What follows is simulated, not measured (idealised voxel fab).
voxel self aligned contacts: a process module
The figure presents cross-section cut, which has a width of 215 nm and is divided into square cells with an edge length of 5 nm.
A cross-section is written here as square cells arranged in a grid, and it is given in bands from the top down, each band taking up one or more rows of cells. The entry gives the band's vertical extent as a top height and a bottom height in nm, then its horizontal make-up as materials from left to right, each with a width in nm. "air" stands for empty space; a single material marked "edge to edge" fills the band edge to edge. Heads up on the height convention: 0 is the point under which the incoming wafer is all one material, and the lowest band has no bottom, it just keeps going down, like "0 down". When a width is written as two numbers, as in "30..40", the first number is the width in the top row of cells of the band and the second is the width in its bottom row, and the width changes by the same amount from each row to the next. "no modifications" means the step left every cell of the cross-section as it was. Voids not open to the top, 8 cells minimum: see "Voids lacking openings". Written width x height at distance; distance is from the left edge; nm. If you see something after the settings on a step's line, that's the simulator's own remark about that step. overlay nm: mask right of planned place by this much (step with mask). Neg. = left. From here on the document is pairs. In a pair, the cross-section before one process step comes with the cross-section after it, and the latter goes no deeper than the lowest band that changed. What lies in between, the step and its settings, is written under the pair. A pair may be from a different run of this module on the same starting wafer than the pair above it, so it continues from that pair only where its entry headed "Pre-process" says so.
[Pre-process]
    0 down | Si edge to edge
    Voids lacking openings: none
[Structure After Step]
    0 to -5 | SiO2 edge to edge
    below -5: unchanged
    Voids lacking openings: none
Step taken after the before cross-section and before the after cross-section above: OXIDIZE: depth nm 5
Pre-process: the wafer arrives at this step looking as the after cross-section in the pair just above shows it.
[Structure After Step]
    30 to 0 | polySi edge to edge
    below 0: unchanged
    Voids lacking openings: none
Step taken after the before cross-section and before the after cross-section above: DIRECTIONAL_DEP: material polySi, thk nm 30
Pre-process: the wafer arrives at this step looking as the after cross-section in the pair just above shows it.
[Structure After Step]
    50 to 30 | SiN edge to edge
    below 30: unchanged
    Voids lacking openings: none
Step taken after the before cross-section and before the after cross-section above: DIRECTIONAL_DEP: material SiN, thk nm 20
Pre-process: the wafer arrives at this step looking as the after cross-section in the pair just above shows it.
[Structure After Step]
    60 to 50 | aC edge to edge
    below 50: unchanged
    Voids lacking openings: none
Step taken after the before cross-section and before the after cross-section above: DIRECTIONAL_DEP: material aC, thk nm 10
Pre-process: the wafer arrives at this step looking as the after cross-section in the pair just above shows it.
[Structure After Step]
    85 to 60 | air=65; resist=25; air=35; resist=25; air=65
    below 60: unchanged
    Voids lacking openings: none
Step taken after the before cross-section and before the after cross-section above: PATTERN: tone cover, mask id GATE, material resist, width nm 25, pitch nm 60, thk nm 25, overlay nm 0
Pre-process: the wafer arrives at this step looking as the after cross-section in the pair just above shows it.
[Structure After Step]
    75 to 60 | air=65; resist=25; air=35; resist=25; air=65
    60 to 50 | air=65; aC=25; air=35; aC=25; air=65
    below 50: unchanged
    Voids lacking openings: none
Step taken after the before cross-section and before the after cross-section above: DIRECTIONAL_ETCH: etch materials aC, depth nm 10
Pre-process: the wafer arrives at this step looking as the after cross-section in the pair just above shows it.
[Structure After Step]
    60 to 50 | air=65; aC=25; air=35; aC=25; air=65
    below 50: unchanged
    Voids lacking openings: none
Step taken after the before cross-section and before the after cross-section above: STRIP: etch materials resist
Pre-process: the wafer arrives at this step looking as the after cross-section in the pair just above shows it.
[Structure After Step]
    60 to 50 | air=65; aC=25; air=35; aC=25; air=65
    50 to 30 | air=65; SiN=25; air=35; SiN=25; air=65
    below 30: unchanged
    Voids lacking openings: none
Step taken after the before cross-section and before the after cross-section above: DIRECTIONAL_ETCH: etch materials SiN, depth nm 20
Pre-process: the wafer arrives at this step looking as the after cross-section in the pair just above shows it.
[Structure After Step]
    60 to 50 | air=65; aC=25; air=35; aC=25; air=65
    50 to 30 | air=65; SiN=25; air=35; SiN=25; air=65
    30 to 0 | air=65; polySi=25; air=35; polySi=25; air=65
    below 0: unchanged
    Voids lacking openings: none
Step taken after the before cross-section and before the after cross-section above: DIRECTIONAL_ETCH: etch materials polySi, depth nm 30
Pre-process: the wafer arrives at this step looking as the after cross-section in the pair just above shows it.
[Structure After Step]
    50 to 30 | air=65; SiN=25; air=35; SiN=25; air=65
    below 30: unchanged
    Voids lacking openings: none
Step taken after the before cross-section and before the after cross-section above: STRIP: etch materials aC
Pre-process: the wafer arrives at this step looking as the after cross-section in the pair just above shows it.
[Structure After Step]
    55 to 30 | air=60; SiN=35; air=25; SiN=35; air=60
    30 to 5 | air=60; SiN=5; polySi=25; SiN=5; air=25; SiN=5; polySi=25; SiN=5; air=60
    5 to 0 | SiN=65; polySi=25; SiN=35; polySi=25; SiN=65
    below 0: unchanged
    Voids lacking openings: none
Step taken after the before cross-section and before the after cross-section above: CONFORMAL_DEP: material SiN, thk nm 5
Pre-process: the wafer arrives at this step looking as the after cross-section in the pair just above shows it.
[Structure After Step]
    50 to 30 | air=60; SiN=35; air=25; SiN=35; air=60
    30 to 0 | air=60; SiN=5; polySi=25; SiN=5; air=25; SiN=5; polySi=25; SiN=5; air=60
    below 0: unchanged
    Voids lacking openings: none
Step taken after the before cross-section and before the after cross-section above: DIRECTIONAL_ETCH: etch materials SiN, depth nm 5
Pre-process: the wafer arrives at this step looking as the after cross-section in the pair just above shows it.
[Structure After Step]
    60 to 50 | SiO2 edge to edge
    50 to 30 | SiO2=60; SiN=35; SiO2=25; SiN=35; SiO2=60
    30 to 0 | SiO2=60; SiN=5; polySi=25; SiN=5; SiO2=25; SiN=5; polySi=25; SiN=5; SiO2=60
    below 0: unchanged
    Voids lacking openings: none
Step taken after the before cross-section and before the after cross-section above: FILL_DEP: material SiO2, thk nm 10
Pre-process: the wafer arrives at this step looking as the after cross-section in the pair just above shows it.
[Structure After Step]
    55 to 50 | SiO2 edge to edge
    below 50: unchanged
    Voids lacking openings: none
Step taken after the before cross-section and before the after cross-section above: CMP: height nm 55
Pre-process: the wafer arrives at this step looking as the after cross-section in the pair just above shows it.
[Structure After Step]
    70 to 55 | resist=85; air=45; resist=85
    below 55: unchanged
    Voids lacking openings: none
Step taken after the before cross-section and before the after cross-section above: PATTERN: tone open, mask id CONTACT, material resist, width nm 45, thk nm 15, overlay nm 0
Pre-process: the wafer arrives at this step looking as the after cross-section in the pair just above shows it.
[Structure After Step]
    70 to 55 | resist=85; air=45; resist=85
    55 to 50 | SiO2=85; air=45; SiO2=85
    50 to 30 | SiO2=60; SiN=35; air=25; SiN=35; SiO2=60
    30 to 0 | SiO2=60; SiN=5; polySi=25; SiN=5; air=25; SiN=5; polySi=25; SiN=5; SiO2=60
    0 to -5 | SiO2=95; air=25; SiO2=95
    below -5: unchanged
    Voids lacking openings: none
Step taken after the before cross-section and before the after cross-section above: DIRECTIONAL_ETCH: etch materials SiO2, depth nm 60
Pre-process: the wafer arrives at this step looking as the after cross-section in the pair just above shows it.
[Structure After Step]
    55 to 50 | SiO2=85; air=45; SiO2=85
    below 50: unchanged
    Voids lacking openings: none
Step taken after the before cross-section and before the after cross-section above: STRIP: etch materials resist
Pre-process: the wafer arrives at this step looking as the after cross-section in the pair just above shows it.
[Structure After Step]
    60 to 55 | TiN=90; air=35; TiN=90
    55 to 50 | SiO2=85; TiN=15; air=15; TiN=15; SiO2=85
    50 to 30 | SiO2=60; SiN=35; TiN=5; air=15; TiN=5; SiN=35; SiO2=60
    30 to 0 | SiO2=60; SiN=5; polySi=25; SiN=5; TiN=5; air=15; TiN=5; SiN=5; polySi=25; SiN=5; SiO2=60
    0 to -5 | SiO2=95; TiN=25; SiO2=95
    below -5: unchanged
    Voids lacking openings: none
Step taken after the before cross-section and before the after cross-section above: CONFORMAL_DEP: material TiN, thk nm 5
Pre-process: the wafer arrives at this step looking as the after cross-section in the pair just above shows it.
[Structure After Step]
    70 to 60 | Ru edge to edge
    60 to 55 | TiN=90; Ru=35; TiN=90
    55 to 50 | SiO2=85; TiN=15; Ru=15; TiN=15; SiO2=85
    50 to 30 | SiO2=60; SiN=35; TiN=5; Ru=15; TiN=5; SiN=35; SiO2=60
    30 to 0 | SiO2=60; SiN=5; polySi=25; SiN=5; TiN=5; Ru=15; TiN=5; SiN=5; polySi=25; SiN=5; SiO2=60
    below 0: unchanged
    Voids lacking openings: none
Step taken after the before cross-section and before the after cross-section above: FILL_DEP: material Ru, thk nm 10
Pre-process: the wafer arrives at this step looking as the after cross-section in the pair just above shows it.
[Structure After Step]
    55 to 50 | SiO2=85; TiN=15; Ru=15; TiN=15; SiO2=85
    below 50: unchanged
    Voids lacking openings: none
Step taken after the before cross-section and before the after cross-section above: CMP: height nm 55
Pre-process: the wafer arrives at this step looking as the after cross-section in the pair just above shows it.
[Structure After Step]
    60 to 55 | SiN edge to edge
    below 55: unchanged
    Voids lacking openings: none
Step taken after the before cross-section and before the after cross-section above: CONFORMAL_DEP: material SiN, thk nm 5
[Pre-process]
    50 to 30 | air=65; SiN=25; air=35; SiN=25; air=65
    30 to 0 | air=65; polySi=25; air=35; polySi=25; air=65
    0 to -5 | SiO2 edge to edge
    -5 down | Si edge to edge
    Voids lacking openings: none
[Structure After Step]
    45 to 30 | air=65; SiN=25; air=35; SiN=25; air=65
    below 30: unchanged
    Voids lacking openings: none
Step taken after the before cross-section and before the after cross-section above: DIRECTIONAL_ETCH: etch materials SiN, depth nm 5
Pre-process: the wafer arrives at this step looking as the after cross-section in the pair just above shows it.
[Structure After Step]
    55 to 45 | SiO2 edge to edge
    45 to 30 | SiO2=65; SiN=25; SiO2=35; SiN=25; SiO2=65
    30 to 0 | SiO2=65; polySi=25; SiO2=35; polySi=25; SiO2=65
    below 0: unchanged
    Voids lacking openings: none
Step taken after the before cross-section and before the after cross-section above: FILL_DEP: material SiO2, thk nm 10
Pre-process: the wafer arrives at this step looking as the after cross-section in the pair just above shows it.
[Structure After Step]
    70 to 55 | resist=85; air=45; resist=85
    below 55: unchanged
    Voids lacking openings: none
Step taken after the before cross-section and before the after cross-section above: PATTERN: tone open, mask id CONTACT, material resist, width nm 45, thk nm 15, overlay nm 0
Pre-process: the wafer arrives at this step looking as the after cross-section in the pair just above shows it.
[Structure After Step]
    70 to 55 | resist=85; air=45; resist=85
    55 to 45 | SiO2=85; air=45; SiO2=85
    45 to 30 | SiO2=65; SiN=25; air=35; SiN=25; SiO2=65
    30 to 0 | SiO2=65; polySi=25; air=35; polySi=25; SiO2=65
    0 to -5 | SiO2=90; air=35; SiO2=90
    below -5: unchanged
    Voids lacking openings: none
Step taken after the before cross-section and before the after cross-section above: DIRECTIONAL_ETCH: etch materials SiO2, depth nm 60
Pre-process: the wafer arrives at this step looking as the after cross-section in the pair just above shows it.
[Structure After Step]
    55 to 45 | SiO2=85; air=45; SiO2=85
    below 45: unchanged
    Voids lacking openings: none
Step taken after the before cross-section and before the after cross-section above: STRIP: etch materials resist
Pre-process: the wafer arrives at this step looking as the after cross-section in the pair just above shows it.
[Structure After Step]
    60 to 55 | TiN=90; air=35; TiN=90
    55 to 45 | SiO2=85; TiN=5..10; air=35..25; TiN=5..10; SiO2=85
    45 to 30 | SiO2=65; SiN=25; TiN=5; air=25; TiN=5; SiN=25; SiO2=65
    30 to 0 | SiO2=65; polySi=25; TiN=5; air=25; TiN=5; polySi=25; SiO2=65
    0 to -5 | SiO2=90; TiN=35; SiO2=90
    below -5: unchanged
    Voids lacking openings: none
Step taken after the before cross-section and before the after cross-section above: CONFORMAL_DEP: material TiN, thk nm 5
Pre-process: the wafer arrives at this step looking as the after cross-section in the pair just above shows it.
[Structure After Step]
    70 to 60 | Ru edge to edge
    60 to 55 | TiN=90; Ru=35; TiN=90
    55 to 45 | SiO2=85; TiN=5..10; Ru=35..25; TiN=5..10; SiO2=85
    45 to 30 | SiO2=65; SiN=25; TiN=5; Ru=25; TiN=5; SiN=25; SiO2=65
    30 to 0 | SiO2=65; polySi=25; TiN=5; Ru=25; TiN=5; polySi=25; SiO2=65
    below 0: unchanged
    Voids lacking openings: none
Step taken after the before cross-section and before the after cross-section above: FILL_DEP: material Ru, thk nm 10
Pre-process: the wafer arrives at this step looking as the after cross-section in the pair just above shows it.
[Structure After Step]
    55 to 45 | SiO2=85; TiN=5..10; Ru=35..25; TiN=5..10; SiO2=85
    below 45: unchanged
    Voids lacking openings: none
Step taken after the before cross-section and before the after cross-section above: CMP: height nm 55
Pre-process: the wafer arrives at this step looking as the after cross-section in the pair just above shows it.
[Structure After Step]
    60 to 55 | SiN edge to edge
    below 55: unchanged
    Voids lacking openings: none
Step taken after the before cross-section and before the after cross-section above: CONFORMAL_DEP: material SiN, thk nm 5
[Pre-process]
    50 to 30 | SiN edge to edge
    30 to 0 | polySi edge to edge
    0 to -5 | SiO2 edge to edge
    -5 down | Si edge to edge
    Voids lacking openings: none
[Structure After Step]
    70 to 30 | SiN edge to edge
    below 30: unchanged
    Voids lacking openings: none
Step taken after the before cross-section and before the after cross-section above: DIRECTIONAL_DEP: material SiN, thk nm 20
Pre-process: the wafer arrives at this step looking as the after cross-section in the pair just above shows it.
[Structure After Step]
    80 to 70 | aC edge to edge
    below 70: unchanged
    Voids lacking openings: none
Step taken after the before cross-section and before the after cross-section above: DIRECTIONAL_DEP: material aC, thk nm 10
Pre-process: the wafer arrives at this step looking as the after cross-section in the pair just above shows it.
[Structure After Step]
    105 to 80 | air=65; resist=25; air=35; resist=25; air=65
    below 80: unchanged
    Voids lacking openings: none
Step taken after the before cross-section and before the after cross-section above: PATTERN: tone cover, mask id GATE, material resist, width nm 25, pitch nm 60, thk nm 25, overlay nm 0
Pre-process: the wafer arrives at this step looking as the after cross-section in the pair just above shows it.
[Structure After Step]
    95 to 80 | air=65; resist=25; air=35; resist=25; air=65
    80 to 70 | air=65; aC=25; air=35; aC=25; air=65
    below 70: unchanged
    Voids lacking openings: none
Step taken after the before cross-section and before the after cross-section above: DIRECTIONAL_ETCH: etch materials aC, depth nm 10
Pre-process: the wafer arrives at this step looking as the after cross-section in the pair just above shows it.
[Structure After Step]
    80 to 70 | air=65; aC=25; air=35; aC=25; air=65
    below 70: unchanged
    Voids lacking openings: none
Step taken after the before cross-section and before the after cross-section above: STRIP: etch materials resist
Pre-process: the wafer arrives at this step looking as the after cross-section in the pair just above shows it.
[Structure After Step]
    80 to 70 | air=65; aC=25; air=35; aC=25; air=65
    70 to 50 | air=65; SiN=25; air=35; SiN=25; air=65
    below 50: unchanged
    Voids lacking openings: none
Step taken after the before cross-section and before the after cross-section above: DIRECTIONAL_ETCH: etch materials SiN, depth nm 20
Pre-process: the wafer arrives at this step looking as the after cross-section in the pair just above shows it.
[Structure After Step]
    70 to 50 | air=65; SiN=25; air=35; SiN=25; air=65
    below 50: unchanged
    Voids lacking openings: none
Step taken after the before cross-section and before the after cross-section above: STRIP: etch materials aC
Pre-process: the wafer arrives at this step looking as the after cross-section in the pair just above shows it.
[Structure After Step]
    75 to 55 | air=60; SiN=35; air=25; SiN=35; air=60
    55 to 30 | SiN edge to edge
    below 30: unchanged
    Voids lacking openings: none
Step taken after the before cross-section and before the after cross-section above: CONFORMAL_DEP: material SiN, thk nm 5
Pre-process: the wafer arrives at this step looking as the after cross-section in the pair just above shows it.
[Structure After Step]
    70 to 50 | air=60; SiN=35; air=25; SiN=35; air=60
    below 50: unchanged
    Voids lacking openings: none
Step taken after the before cross-section and before the after cross-section above: DIRECTIONAL_ETCH: etch materials SiN, depth nm 5
Pre-process: the wafer arrives at this step looking as the after cross-section in the pair just above shows it.
[Structure After Step]
    80 to 70 | SiO2 edge to edge
    70 to 50 | SiO2=60; SiN=35; SiO2=25; SiN=35; SiO2=60
    below 50: unchanged
    Voids lacking openings: none
Step taken after the before cross-section and before the after cross-section above: FILL_DEP: material SiO2, thk nm 10
Pre-process: the wafer arrives at this step looking as the after cross-section in the pair just above shows it.
[Structure After Step]
    55 to 50 | SiO2=60; SiN=35; SiO2=25; SiN=35; SiO2=60
    below 50: unchanged
    Voids lacking openings: none
Step taken after the before cross-section and before the after cross-section above: CMP: height nm 55
Pre-process: the wafer arrives at this step looking as the after cross-section in the pair just above shows it.
[Structure After Step]
    70 to 55 | resist=85; air=45; resist=85
    below 55: unchanged
    Voids lacking openings: none
Step taken after the before cross-section and before the after cross-section above: PATTERN: tone open, mask id CONTACT, material resist, width nm 45, thk nm 15, overlay nm 0
Pre-process: the wafer arrives at this step looking as the after cross-section in the pair just above shows it.
[Structure After Step]
    70 to 55 | resist=85; air=45; resist=85
    55 to 50 | SiO2=60; SiN=35; air=25; SiN=35; SiO2=60
    below 50: unchanged
    Voids lacking openings: none
Step taken after the before cross-section and before the after cross-section above: DIRECTIONAL_ETCH: etch materials SiO2, depth nm 60
Pre-process: the wafer arrives at this step looking as the after cross-section in the pair just above shows it.
[Structure After Step]
    55 to 50 | SiO2=60; SiN=35; air=25; SiN=35; SiO2=60
    below 50: unchanged
    Voids lacking openings: none
Step taken after the before cross-section and before the after cross-section above: STRIP: etch materials resist
Pre-process: the wafer arrives at this step looking as the after cross-section in the pair just above shows it.
[Structure After Step]
    60 to 55 | TiN=100; air=15; TiN=100
    55 to 50 | SiO2=60; SiN=35; TiN=25; SiN=35; SiO2=60
    below 50: unchanged
    Voids lacking openings: none
Step taken after the before cross-section and before the after cross-section above: CONFORMAL_DEP: material TiN, thk nm 5
Pre-process: the wafer arrives at this step looking as the after cross-section in the pair just above shows it.
[Structure After Step]
    70 to 60 | Ru edge to edge
    60 to 55 | TiN=100; Ru=15; TiN=100
    below 55: unchanged
    Voids lacking openings: none
Step taken after the before cross-section and before the after cross-section above: FILL_DEP: material Ru, thk nm 10
Pre-process: the wafer arrives at this step looking as the after cross-section in the pair just above shows it.
[Structure After Step]
    55 to 50 | SiO2=60; SiN=35; TiN=25; SiN=35; SiO2=60
    below 50: unchanged
    Voids lacking openings: none
Step taken after the before cross-section and before the after cross-section above: CMP: height nm 55
Pre-process: the wafer arrives at this step looking as the after cross-section in the pair just above shows it.
[Structure After Step]
    60 to 55 | SiN edge to edge
    below 55: unchanged
    Voids lacking openings: none
Step taken after the before cross-section and before the after cross-section above: CONFORMAL_DEP: material SiN, thk nm 5
[Pre-process]
    45 to 30 | air=65; SiN=25; air=35; SiN=25; air=65
    30 to 0 | air=65; polySi=25; air=35; polySi=25; air=65
    0 to -5 | SiO2 edge to edge
    -5 down | Si edge to edge
    Voids lacking openings: none
[Structure After Step]
    50 to 30 | air=60; SiN=35; air=25; SiN=35; air=60
    30 to 5 | air=60; SiN=5; polySi=25; SiN=5; air=25; SiN=5; polySi=25; SiN=5; air=60
    5 to 0 | SiN=65; polySi=25; SiN=35; polySi=25; SiN=65
    below 0: unchanged
    Voids lacking openings: none
Step taken after the before cross-section and before the after cross-section above: CONFORMAL_DEP: material SiN, thk nm 5
Pre-process: the wafer arrives at this step looking as the after cross-section in the pair just above shows it.
[Structure After Step]
    60 to 50 | SiO2 edge to edge
    50 to 30 | SiO2=60; SiN=35; SiO2=25; SiN=35; SiO2=60
    30 to 5 | SiO2=60; SiN=5; polySi=25; SiN=5; SiO2=25; SiN=5; polySi=25; SiN=5; SiO2=60
    below 5: unchanged
    Voids lacking openings: none
Step taken after the before cross-section and before the after cross-section above: FILL_DEP: material SiO2, thk nm 10
Pre-process: the wafer arrives at this step looking as the after cross-section in the pair just above shows it.
[Structure After Step]
    55 to 50 | SiO2 edge to edge
    below 50: unchanged
    Voids lacking openings: none
Step taken after the before cross-section and before the after cross-section above: CMP: height nm 55
Pre-process: the wafer arrives at this step looking as the after cross-section in the pair just above shows it.
[Structure After Step]
    70 to 55 | resist=85; air=45; resist=85
    below 55: unchanged
    Voids lacking openings: none
Step taken after the before cross-section and before the after cross-section above: PATTERN: tone open, mask id CONTACT, material resist, width nm 45, thk nm 15, overlay nm 0
Pre-process: the wafer arrives at this step looking as the after cross-section in the pair just above shows it.
[Structure After Step]
    70 to 55 | resist=85; air=45; resist=85
    55 to 50 | SiO2=85; air=45; SiO2=85
    50 to 30 | SiO2=60; SiN=35; air=25; SiN=35; SiO2=60
    30 to 5 | SiO2=60; SiN=5; polySi=25; SiN=5; air=25; SiN=5; polySi=25; SiN=5; SiO2=60
    below 5: unchanged
    Voids lacking openings: none
Step taken after the before cross-section and before the after cross-section above: DIRECTIONAL_ETCH: etch materials SiO2, depth nm 60
Pre-process: the wafer arrives at this step looking as the after cross-section in the pair just above shows it.
[Structure After Step]
    55 to 50 | SiO2=85; air=45; SiO2=85
    below 50: unchanged
    Voids lacking openings: none
Step taken after the before cross-section and before the after cross-section above: STRIP: etch materials resist
Pre-process: the wafer arrives at this step looking as the after cross-section in the pair just above shows it.
[Structure After Step]
    60 to 55 | TiN=90; air=35; TiN=90
    55 to 50 | SiO2=85; TiN=15; air=15; TiN=15; SiO2=85
    50 to 30 | SiO2=60; SiN=35; TiN=5; air=15; TiN=5; SiN=35; SiO2=60
    30 to 10 | SiO2=60; SiN=5; polySi=25; SiN=5; TiN=5; air=15; TiN=5; SiN=5; polySi=25; SiN=5; SiO2=60
    10 to 5 | SiO2=60; SiN=5; polySi=25; SiN=5; TiN=25; SiN=5; polySi=25; SiN=5; SiO2=60
    below 5: unchanged
    Voids lacking openings: none
Step taken after the before cross-section and before the after cross-section above: CONFORMAL_DEP: material TiN, thk nm 5
Pre-process: the wafer arrives at this step looking as the after cross-section in the pair just above shows it.
[Structure After Step]
    70 to 60 | Ru edge to edge
    60 to 55 | TiN=90; Ru=35; TiN=90
    55 to 50 | SiO2=85; TiN=15; Ru=15; TiN=15; SiO2=85
    50 to 30 | SiO2=60; SiN=35; TiN=5; Ru=15; TiN=5; SiN=35; SiO2=60
    30 to 10 | SiO2=60; SiN=5; polySi=25; SiN=5; TiN=5; Ru=15; TiN=5; SiN=5; polySi=25; SiN=5; SiO2=60
    below 10: unchanged
    Voids lacking openings: none
Step taken after the before cross-section and before the after cross-section above: FILL_DEP: material Ru, thk nm 10
Pre-process: the wafer arrives at this step looking as the after cross-section in the pair just above shows it.
[Structure After Step]
    55 to 50 | SiO2=85; TiN=15; Ru=15; TiN=15; SiO2=85
    below 50: unchanged
    Voids lacking openings: none
Step taken after the before cross-section and before the after cross-section above: CMP: height nm 55
Pre-process: the wafer arrives at this step looking as the after cross-section in the pair just above shows it.
[Structure After Step]
    60 to 55 | SiN edge to edge
    below 55: unchanged
    Voids lacking openings: none
Step taken after the before cross-section and before the after cross-section above: CONFORMAL_DEP: material SiN, thk nm 5
[Pre-process]
    55 to 50 | SiO2=85; TiN=15; Ru=15; TiN=15; SiO2=85
    50 to 30 | SiO2=60; SiN=35; TiN=5; Ru=15; TiN=5; SiN=35; SiO2=60
    30 to 0 | SiO2=60; SiN=5; polySi=25; SiN=5; TiN=5; Ru=15; TiN=5; SiN=5; polySi=25; SiN=5; SiO2=60
    0 to -5 | SiO2=95; TiN=25; SiO2=95
    -5 down | Si edge to edge
    Voids lacking openings: none
[Structure After Step]
    70 to 55 | SiN edge to edge
    below 55: unchanged
    Voids lacking openings: none
Step taken after the before cross-section and before the after cross-section above: CONFORMAL_DEP: material SiN, thk nm 15
[Pre-process]
    55 to 50 | SiO2 edge to edge
    50 to 30 | SiO2=60; SiN=35; SiO2=25; SiN=35; SiO2=60
    30 to 0 | SiO2=60; SiN=5; polySi=25; SiN=5; SiO2=25; SiN=5; polySi=25; SiN=5; SiO2=60
    0 to -5 | SiO2 edge to edge
    -5 down | Si edge to edge
    Voids lacking openings: none
[Structure After Step]
    70 to 55 | resist=80; air=55; resist=80
    below 55: unchanged
    Voids lacking openings: none
Step taken after the before cross-section and before the after cross-section above: PATTERN: tone open, mask id CONTACT, material resist, width nm 55, thk nm 15, overlay nm 0
Pre-process: the wafer arrives at this step looking as the after cross-section in the pair just above shows it.
[Structure After Step]
    70 to 55 | resist=80; air=55; resist=80
    55 to 50 | SiO2=80; air=55; SiO2=80
    50 to 30 | SiO2=60; SiN=35; air=25; SiN=35; SiO2=60
    30 to 0 | SiO2=60; SiN=5; polySi=25; SiN=5; air=25; SiN=5; polySi=25; SiN=5; SiO2=60
    0 to -5 | SiO2=95; air=25; SiO2=95
    below -5: unchanged
    Voids lacking openings: none
Step taken after the before cross-section and before the after cross-section above: DIRECTIONAL_ETCH: etch materials SiO2, depth nm 60
Pre-process: the wafer arrives at this step looking as the after cross-section in the pair just above shows it.
[Structure After Step]
    55 to 50 | SiO2=80; air=55; SiO2=80
    below 50: unchanged
    Voids lacking openings: none
Step taken after the before cross-section and before the after cross-section above: STRIP: etch materials resist
Pre-process: the wafer arrives at this step looking as the after cross-section in the pair just above shows it.
[Structure After Step]
    60 to 55 | TiN=85; air=45; TiN=85
    55 to 50 | SiO2=80; TiN=20; air=15; TiN=20; SiO2=80
    50 to 30 | SiO2=60; SiN=35; TiN=5; air=15; TiN=5; SiN=35; SiO2=60
    30 to 0 | SiO2=60; SiN=5; polySi=25; SiN=5; TiN=5; air=15; TiN=5; SiN=5; polySi=25; SiN=5; SiO2=60
    0 to -5 | SiO2=95; TiN=25; SiO2=95
    below -5: unchanged
    Voids lacking openings: none
Step taken after the before cross-section and before the after cross-section above: CONFORMAL_DEP: material TiN, thk nm 5
Pre-process: the wafer arrives at this step looking as the after cross-section in the pair just above shows it.
[Structure After Step]
    70 to 60 | Ru edge to edge
    60 to 55 | TiN=85; Ru=45; TiN=85
    55 to 50 | SiO2=80; TiN=20; Ru=15; TiN=20; SiO2=80
    50 to 30 | SiO2=60; SiN=35; TiN=5; Ru=15; TiN=5; SiN=35; SiO2=60
    30 to 0 | SiO2=60; SiN=5; polySi=25; SiN=5; TiN=5; Ru=15; TiN=5; SiN=5; polySi=25; SiN=5; SiO2=60
    below 0: unchanged
    Voids lacking openings: none
Step taken after the before cross-section and before the after cross-section above: FILL_DEP: material Ru, thk nm 10
Pre-process: the wafer arrives at this step looking as the after cross-section in the pair just above shows it.
[Structure After Step]
    55 to 50 | SiO2=80; TiN=20; Ru=15; TiN=20; SiO2=80
    below 50: unchanged
    Voids lacking openings: none
Step taken after the before cross-section and before the after cross-section above: CMP: height nm 55
Pre-process: the wafer arrives at this step looking as the after cross-section in the pair just above shows it.
[Structure After Step]
    60 to 55 | SiN edge to edge
    below 55: unchanged
    Voids lacking openings: none
Step taken after the before cross-section and before the after cross-section above: CONFORMAL_DEP: material SiN, thk nm 5
[Pre-process]
    55 to 50 | SiO2 edge to edge
    50 to 30 | SiO2=60; SiN=35; SiO2=25; SiN=35; SiO2=60
    30 to 0 | SiO2=60; SiN=5; polySi=25; SiN=5; SiO2=25; SiN=5; polySi=25; SiN=5; SiO2=60
    0 to -5 | SiO2 edge to edge
    -5 down | Si edge to edge
    Voids lacking openings: none
[Structure After Step]
    70 to 55 | resist=90; air=45; resist=80
    below 55: unchanged
    Voids lacking openings: none
Step taken after the before cross-section and before the after cross-section above: PATTERN: tone open, mask id CONTACT, material resist, width nm 45, thk nm 15, overlay nm 5
Pre-process: the wafer arrives at this step looking as the after cross-section in the pair just above shows it.
[Structure After Step]
    70 to 55 | resist=90; air=45; resist=80
    55 to 50 | SiO2=90; air=45; SiO2=80
    50 to 30 | SiO2=60; SiN=35; air=25; SiN=35; SiO2=60
    30 to 0 | SiO2=60; SiN=5; polySi=25; SiN=5; air=25; SiN=5; polySi=25; SiN=5; SiO2=60
    0 to -5 | SiO2=95; air=25; SiO2=95
    below -5: unchanged
    Voids lacking openings: none
Step taken after the before cross-section and before the after cross-section above: DIRECTIONAL_ETCH: etch materials SiO2, depth nm 60
Pre-process: the wafer arrives at this step looking as the after cross-section in the pair just above shows it.
[Structure After Step]
    55 to 50 | SiO2=90; air=45; SiO2=80
    below 50: unchanged
    Voids lacking openings: none
Step taken after the before cross-section and before the after cross-section above: STRIP: etch materials resist
Pre-process: the wafer arrives at this step looking as the after cross-section in the pair just above shows it.
[Structure After Step]
    60 to 55 | TiN=95; air=35; TiN=85
    55 to 50 | SiO2=90; TiN=10; air=15; TiN=20; SiO2=80
    50 to 30 | SiO2=60; SiN=35; TiN=5; air=15; TiN=5; SiN=35; SiO2=60
    30 to 0 | SiO2=60; SiN=5; polySi=25; SiN=5; TiN=5; air=15; TiN=5; SiN=5; polySi=25; SiN=5; SiO2=60
    0 to -5 | SiO2=95; TiN=25; SiO2=95
    below -5: unchanged
    Voids lacking openings: none
Step taken after the before cross-section and before the after cross-section above: CONFORMAL_DEP: material TiN, thk nm 5
Pre-process: the wafer arrives at this step looking as the after cross-section in the pair just above shows it.
[Structure After Step]
    70 to 60 | Ru edge to edge
    60 to 55 | TiN=95; Ru=35; TiN=85
    55 to 50 | SiO2=90; TiN=10; Ru=15; TiN=20; SiO2=80
    50 to 30 | SiO2=60; SiN=35; TiN=5; Ru=15; TiN=5; SiN=35; SiO2=60
    30 to 0 | SiO2=60; SiN=5; polySi=25; SiN=5; TiN=5; Ru=15; TiN=5; SiN=5; polySi=25; SiN=5; SiO2=60
    below 0: unchanged
    Voids lacking openings: none
Step taken after the before cross-section and before the after cross-section above: FILL_DEP: material Ru, thk nm 10
Pre-process: the wafer arrives at this step looking as the after cross-section in the pair just above shows it.
[Structure After Step]
    55 to 50 | SiO2=90; TiN=10; Ru=15; TiN=20; SiO2=80
    below 50: unchanged
    Voids lacking openings: none
Step taken after the before cross-section and before the after cross-section above: CMP: height nm 55
Pre-process: the wafer arrives at this step looking as the after cross-section in the pair just above shows it.
[Structure After Step]
    60 to 55 | SiN edge to edge
    below 55: unchanged
    Voids lacking openings: none
Step taken after the before cross-section and before the after cross-section above: CONFORMAL_DEP: material SiN, thk nm 5
[Pre-process]
    55 to 50 | SiO2=85; air=45; SiO2=85
    50 to 30 | SiO2=60; SiN=35; air=25; SiN=35; SiO2=60
    30 to 0 | SiO2=60; SiN=5; polySi=25; SiN=5; air=25; SiN=5; polySi=25; SiN=5; SiO2=60
    0 to -5 | SiO2=95; air=25; SiO2=95
    -5 down | Si edge to edge
    Voids lacking openings: none
[Structure After Step]
    60 to 50 | SiO2=90..100; air=35..15; SiO2=90..100
    50 to 30 | SiO2=60; SiN=35; SiO2=5; air=15; SiO2=5; SiN=35; SiO2=60
    30 to 0 | SiO2=60; SiN=5; polySi=25; SiN=5; SiO2=5; air=15; SiO2=5; SiN=5; polySi=25; SiN=5; SiO2=60
    0 to -5 | SiO2 edge to edge
    below -5: unchanged
    Voids lacking openings: none
Step taken after the before cross-section and before the after cross-section above: CONFORMAL_DEP: material SiO2, thk nm 5
